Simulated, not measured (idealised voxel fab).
process module | voxel wiring stack
cross-section cut | 195 nm wide | cells 5 nm
A cross-section is a grid of square cells, given in bands from the top down. A band is one or more rows of cells.
Each band's line starts with the height of the band's top and of its bottom, in nm. Then come its materials from left to right, each with its width in nm. One material with "throughout" fills the band from edge to edge. "air" is empty space.
Height 0 is the level under which the wafer as received is all one material. The lowest band goes on downwards, as in "0 down".
A width such as "30 to 40" changes by the same amount from each row of cells to the next, from the band's top row to its bottom row.
"no change" after a step means that no cell of the cross-section changed.
closed voids: empty space of 8 cells or more with no open way to the top, each as width x height at its distance from the left edge, in nm
after a step's settings: what the simulator itself notes on the step
overlay nm, on a step with a mask: how far to the right of its planned place the mask lay; to the left if negative
plan
1 op RECEIVE | material Si
2 op CONFORMAL_DEP | material SiO2 | thk nm 10
3 op CONFORMAL_DEP | material SiCN | thk nm 5
4 op DIRECTIONAL_DEP | material lowk | thk nm 20
5 op MASKED_ETCH | tone open | mask id METAL_1 | width nm 25 | pitch nm 45 | etch materials lowk | depth nm 20 | overlay nm 0
6 op MASKED_ETCH | tone open | mask id METAL_1 | width nm 25 | pitch nm 45 | etch materials SiCN | depth nm 5 | overlay nm 0
7 op CONFORMAL_DEP | material TiN | thk nm 5
8 op FILL_DEP | material Ru | thk nm 5
9 op CMP | height nm 35
10 op CONFORMAL_DEP | material SiCN | thk nm 5
11 op DIRECTIONAL_DEP | material SiO2 | thk nm 35
12 op MASKED_ETCH | tone open | mask id METAL_2_HOLES | width nm 15 | pitch nm 45 | etch materials SiO2 | depth nm 35 | overlay nm 0
13 op DIRECTIONAL_DEP | material aC | thk nm 15
14 op PATTERN | tone open | mask id METAL_2 | material resist | width nm 25 | pitch nm 45 | thk nm 30 | overlay nm 0
15 op DIRECTIONAL_ETCH | etch materials aC | depth nm 15
16 op STRIP | etch materials resist
17 op DIRECTIONAL_ETCH | etch materials SiO2 | depth nm 20
18 op DIRECTIONAL_ETCH | etch materials SiCN | depth nm 5
19 op STRIP | etch materials aC
20 op CONFORMAL_DEP | material TiN | thk nm 5
21 op FILL_DEP | material Cu | thk nm 5
22 op CMP | height nm 75
23 op CONFORMAL_DEP | material SiCN | thk nm 5
24 op DIRECTIONAL_DEP | material SiO2 | thk nm 10
25 op DIRECTIONAL_DEP | material aC | thk nm 10
26 op PATTERN | tone open | mask id PLUG_2 | material resist | width nm 15 | pitch nm 90 | thk nm 25 | overlay nm 0
27 op DIRECTIONAL_ETCH | etch materials aC | depth nm 10
28 op STRIP | etch materials resist
29 op DIRECTIONAL_ETCH | etch materials SiO2 | depth nm 10
30 op DIRECTIONAL_ETCH | etch materials SiCN | depth nm 5
31 op STRIP | etch materials aC
32 op CONFORMAL_DEP | material TiN | thk nm 5
33 op FILL_DEP | material Cu | thk nm 5
34 op CMP | height nm 90
35 op DIRECTIONAL_DEP | material TiN | thk nm 5
36 op DIRECTIONAL_DEP | material W | thk nm 20
37 op MASKED_ETCH | tone cover | mask id METAL_3 | width nm 25 | pitch nm 45 | etch materials W | depth nm 20 | overlay nm 0
38 op MASKED_ETCH | tone cover | mask id METAL_3 | width nm 25 | pitch nm 45 | etch materials TiN | depth nm 5 | overlay nm 0
39 op CONFORMAL_DEP | material SiCN | thk nm 5
40 op FILL_DEP | material SiO2 | thk nm 10
41 op CMP | height nm 115
42 op CONFORMAL_DEP | material SiN | thk nm 5
first wafer, as planned
as received, after step 1
  0 down: Si throughout
  closed voids: none
after step 2
  10 to 0: SiO2 throughout
  below 0: unchanged
after step 3
  15 to 10: SiCN throughout
  below 10: unchanged
after step 4
  35 to 15: lowk throughout
  below 15: unchanged
after step 5
  35 to 15: lowk 40 | air 25 | lowk 20 | air 25 | lowk 20 | air 25 | lowk 40
  below 15: unchanged
after step 6
  35 to 15: lowk 40 | air 25 | lowk 20 | air 25 | lowk 20 | air 25 | lowk 40
  15 to 10: SiCN 40 | air 25 | SiCN 20 | air 25 | SiCN 20 | air 25 | SiCN 40
  below 10: unchanged
after step 7
  40 to 35: TiN 45 | air 15 | TiN 30 | air 15 | TiN 30 | air 15 | TiN 45
  35 to 15: lowk 40 | TiN 5 | air 15 | TiN 5 | lowk 20 | TiN 5 | air 15 | TiN 5 | lowk 20 | TiN 5 | air 15 | TiN 5 | lowk 40
  15 to 10: SiCN 40 | TiN 25 | SiCN 20 | TiN 25 | SiCN 20 | TiN 25 | SiCN 40
  below 10: unchanged
after step 8
  45 to 40: Ru throughout
  40 to 35: TiN 45 | Ru 15 | TiN 30 | Ru 15 | TiN 30 | Ru 15 | TiN 45
  35 to 15: lowk 40 | TiN 5 | Ru 15 | TiN 5 | lowk 20 | TiN 5 | Ru 15 | TiN 5 | lowk 20 | TiN 5 | Ru 15 | TiN 5 | lowk 40
  below 15: unchanged
after step 9
  35 to 15: lowk 40 | TiN 5 | Ru 15 | TiN 5 | lowk 20 | TiN 5 | Ru 15 | TiN 5 | lowk 20 | TiN 5 | Ru 15 | TiN 5 | lowk 40
  below 15: unchanged
after step 10
  40 to 35: SiCN throughout
  below 35: unchanged
after step 11
  75 to 40: SiO2 throughout
  below 40: unchanged
after step 12
  75 to 40: SiO2 40 | air 15 | SiO2 30 | air 15 | SiO2 30 | air 15 | SiO2 50
  below 40: unchanged
after step 13
  90 to 75: aC 40 | air 15 | aC 30 | air 15 | aC 30 | air 15 | aC 50
  75 to 55: SiO2 40 | air 15 | SiO2 30 | air 15 | SiO2 30 | air 15 | SiO2 50
  55 to 40: SiO2 40 | aC 15 | SiO2 30 | aC 15 | SiO2 30 | aC 15 | SiO2 50
  below 40: unchanged
after step 14
  120 to 90: resist 40 | air 25 | resist 20 | air 25 | resist 20 | air 25 | resist 40
  below 90: unchanged
after step 15
  105 to 90: resist 40 | air 25 | resist 20 | air 25 | resist 20 | air 25 | resist 40
  90 to 75: aC 40 | air 25 | aC 20 | air 25 | aC 20 | air 25 | aC 40
  75 to 40: SiO2 40 | air 15 | SiO2 30 | air 15 | SiO2 30 | air 15 | SiO2 50
  below 40: unchanged
after step 16
  90 to 75: aC 40 | air 25 | aC 20 | air 25 | aC 20 | air 25 | aC 40
  below 75: unchanged
after step 17
  90 to 75: aC 40 | air 25 | aC 20 | air 25 | aC 20 | air 25 | aC 40
  75 to 55: SiO2 40 | air 25 | SiO2 20 | air 25 | SiO2 20 | air 25 | SiO2 40
  below 55: unchanged
after step 18
  90 to 75: aC 40 | air 25 | aC 20 | air 25 | aC 20 | air 25 | aC 40
  75 to 55: SiO2 40 | air 25 | SiO2 20 | air 25 | SiO2 20 | air 25 | SiO2 40
  55 to 40: SiO2 40 | air 15 | SiO2 30 | air 15 | SiO2 30 | air 15 | SiO2 50
  40 to 35: SiCN 40 | air 15 | SiCN 30 | air 15 | SiCN 30 | air 15 | SiCN 50
  below 35: unchanged
after step 19
  75 to 55: SiO2 40 | air 25 | SiO2 20 | air 25 | SiO2 20 | air 25 | SiO2 40
  below 55: unchanged
after step 20
  80 to 75: TiN 45 | air 15 | TiN 30 | air 15 | TiN 30 | air 15 | TiN 45
  75 to 60: SiO2 40 | TiN 5 | air 15 | TiN 5 | SiO2 20 | TiN 5 | air 15 | TiN 5 | SiO2 20 | TiN 5 | air 15 | TiN 5 | SiO2 40
  60 to 55: SiO2 40 | TiN 5 | air 5 | TiN 15 | SiO2 20 | TiN 5 | air 5 | TiN 15 | SiO2 20 | TiN 5 | air 5 | TiN 15 | SiO2 40
  55 to 40: SiO2 40 | TiN 5 | air 5 | TiN 5 | SiO2 30 | TiN 5 | air 5 | TiN 5 | SiO2 30 | TiN 5 | air 5 | TiN 5 | SiO2 50
  40 to 35: SiCN 40 | TiN 15 | SiCN 30 | TiN 15 | SiCN 30 | TiN 15 | SiCN 50
  below 35: unchanged
after step 21
  85 to 80: Cu throughout
  80 to 75: TiN 45 | Cu 15 | TiN 30 | Cu 15 | TiN 30 | Cu 15 | TiN 45
  75 to 60: SiO2 40 | TiN 5 | Cu 15 | TiN 5 | SiO2 20 | TiN 5 | Cu 15 | TiN 5 | SiO2 20 | TiN 5 | Cu 15 | TiN 5 | SiO2 40
  60 to 55: SiO2 40 | TiN 5 | Cu 5 | TiN 15 | SiO2 20 | TiN 5 | Cu 5 | TiN 15 | SiO2 20 | TiN 5 | Cu 5 | TiN 15 | SiO2 40
  55 to 40: SiO2 40 | TiN 5 | Cu 5 | TiN 5 | SiO2 30 | TiN 5 | Cu 5 | TiN 5 | SiO2 30 | TiN 5 | Cu 5 | TiN 5 | SiO2 50
  below 40: unchanged
after step 22
  75 to 60: SiO2 40 | TiN 5 | Cu 15 | TiN 5 | SiO2 20 | TiN 5 | Cu 15 | TiN 5 | SiO2 20 | TiN 5 | Cu 15 | TiN 5 | SiO2 40
  below 60: unchanged
after step 23
  80 to 75: SiCN throughout
  below 75: unchanged
after step 24
  90 to 80: SiO2 throughout
  below 80: unchanged
after step 25
  100 to 90: aC throughout
  below 90: unchanged
after step 26
  125 to 100: resist 40 | air 15 | resist 75 | air 15 | resist 50
  below 100: unchanged
after step 27
  115 to 100: resist 40 | air 15 | resist 75 | air 15 | resist 50
  100 to 90: aC 40 | air 15 | aC 75 | air 15 | aC 50
  below 90: unchanged
after step 28
  100 to 90: aC 40 | air 15 | aC 75 | air 15 | aC 50
  below 90: unchanged
after step 29
  100 to 90: aC 40 | air 15 | aC 75 | air 15 | aC 50
  90 to 80: SiO2 40 | air 15 | SiO2 75 | air 15 | SiO2 50
  below 80: unchanged
after step 30
  100 to 90: aC 40 | air 15 | aC 75 | air 15 | aC 50
  90 to 80: SiO2 40 | air 15 | SiO2 75 | air 15 | SiO2 50
  80 to 75: SiCN 40 | air 15 | SiCN 75 | air 15 | SiCN 50
  below 75: unchanged
after step 31
  90 to 80: SiO2 40 | air 15 | SiO2 75 | air 15 | SiO2 50
  below 80: unchanged
after step 32
  95 to 90: TiN 45 | air 5 | TiN 85 | air 5 | TiN 55
  90 to 80: SiO2 40 | TiN 5 | air 5 | TiN 5 | SiO2 75 | TiN 5 | air 5 | TiN 5 | SiO2 50
  80 to 75: SiCN 40 | TiN 15 | SiCN 75 | TiN 15 | SiCN 50
  below 75: unchanged
after step 33
  100 to 95: Cu throughout
  95 to 90: TiN 45 | Cu 5 | TiN 85 | Cu 5 | TiN 55
  90 to 80: SiO2 40 | TiN 5 | Cu 5 | TiN 5 | SiO2 75 | TiN 5 | Cu 5 | TiN 5 | SiO2 50
  below 80: unchanged
after step 34
  90 to 80: SiO2 40 | TiN 5 | Cu 5 | TiN 5 | SiO2 75 | TiN 5 | Cu 5 | TiN 5 | SiO2 50
  below 80: unchanged
after step 35
  95 to 90: TiN throughout
  below 90: unchanged
after step 36
  115 to 95: W throughout
  below 95: unchanged
after step 37
  115 to 95: air 40 | W 25 | air 20 | W 25 | air 20 | W 25 | air 40
  below 95: unchanged
after step 38
  115 to 95: air 40 | W 25 | air 20 | W 25 | air 20 | W 25 | air 40
  95 to 90: air 40 | TiN 25 | air 20 | TiN 25 | air 20 | TiN 25 | air 40
  below 90: unchanged
after step 39
  120 to 115: air 35 | SiCN 35 | air 10 | SiCN 35 | air 10 | SiCN 35 | air 35
  115 to 95: air 35 | SiCN 5 | W 25 | SiCN 5 | air 10 | SiCN 5 | W 25 | SiCN 5 | air 10 | SiCN 5 | W 25 | SiCN 5 | air 35
  95 to 90: SiCN 40 | TiN 25 | SiCN 20 | TiN 25 | SiCN 20 | TiN 25 | SiCN 40
  below 90: unchanged
after step 40
  130 to 120: SiO2 throughout
  120 to 115: SiO2 35 | SiCN 35 | SiO2 10 | SiCN 35 | SiO2 10 | SiCN 35 | SiO2 35
  115 to 95: SiO2 35 | SiCN 5 | W 25 | SiCN 5 | SiO2 10 | SiCN 5 | W 25 | SiCN 5 | SiO2 10 | SiCN 5 | W 25 | SiCN 5 | SiO2 35
  below 95: unchanged
after step 41
  115 to 95: SiO2 35 | SiCN 5 | W 25 | SiCN 5 | SiO2 10 | SiCN 5 | W 25 | SiCN 5 | SiO2 10 | SiCN 5 | W 25 | SiCN 5 | SiO2 35
  below 95: unchanged
after step 42
  120 to 115: SiN throughout
  below 115: unchanged
second wafer: like start, like plan, one mistake. Through step 33 it matches the first wafer
when step 34 should have ended
  95 to 90: TiN 45 | Cu 5 | TiN 85 | Cu 5 | TiN 55
  below 90: unchanged
when step 35 should have ended
  100 to 95: TiN throughout
  below 95: unchanged
when step 36 should have ended
  120 to 100: W throughout
  below 100: unchanged
when step 37 should have ended
  120 to 100: air 40 | W 25 | air 20 | W 25 | air 20 | W 25 | air 40
  below 100: unchanged
when step 38 should have ended
  120 to 100: air 40 | W 25 | air 20 | W 25 | air 20 | W 25 | air 40
  100 to 95: air 40 | TiN 25 | air 20 | TiN 25 | air 20 | TiN 25 | air 40
  below 95: unchanged
when step 39 should have ended
  125 to 120: air 35 | SiCN 35 | air 10 | SiCN 35 | air 10 | SiCN 35 | air 35
  120 to 100: air 35 | SiCN 5 | W 25 | SiCN 5 | air 10 | SiCN 5 | W 25 | SiCN 5 | air 10 | SiCN 5 | W 25 | SiCN 5 | air 35
  100 to 95: SiCN 40 | TiN 25 | SiCN 20 | TiN 25 | SiCN 20 | TiN 25 | SiCN 40
  below 95: unchanged
when step 40 should have ended
  135 to 125: SiO2 throughout
  125 to 120: SiO2 35 | SiCN 35 | SiO2 10 | SiCN 35 | SiO2 10 | SiCN 35 | SiO2 35
  120 to 100: SiO2 35 | SiCN 5 | W 25 | SiCN 5 | SiO2 10 | SiCN 5 | W 25 | SiCN 5 | SiO2 10 | SiCN 5 | W 25 | SiCN 5 | SiO2 35
  below 100: unchanged
when step 41 should have ended
  115 to 100: SiO2 35 | SiCN 5 | W 25 | SiCN 5 | SiO2 10 | SiCN 5 | W 25 | SiCN 5 | SiO2 10 | SiCN 5 | W 25 | SiCN 5 | SiO2 35
  below 100: unchanged
when step 42 should have ended
  120 to 115: SiN throughout
  below 115: unchanged
what went wrong: step 34 ran as: op CMP | height nm 95
at the end the second wafer has, in cells: 2 more of Cu | 6 fewer of SiCN | 18 fewer of SiO2 | 37 more of TiN | 15 fewer of W
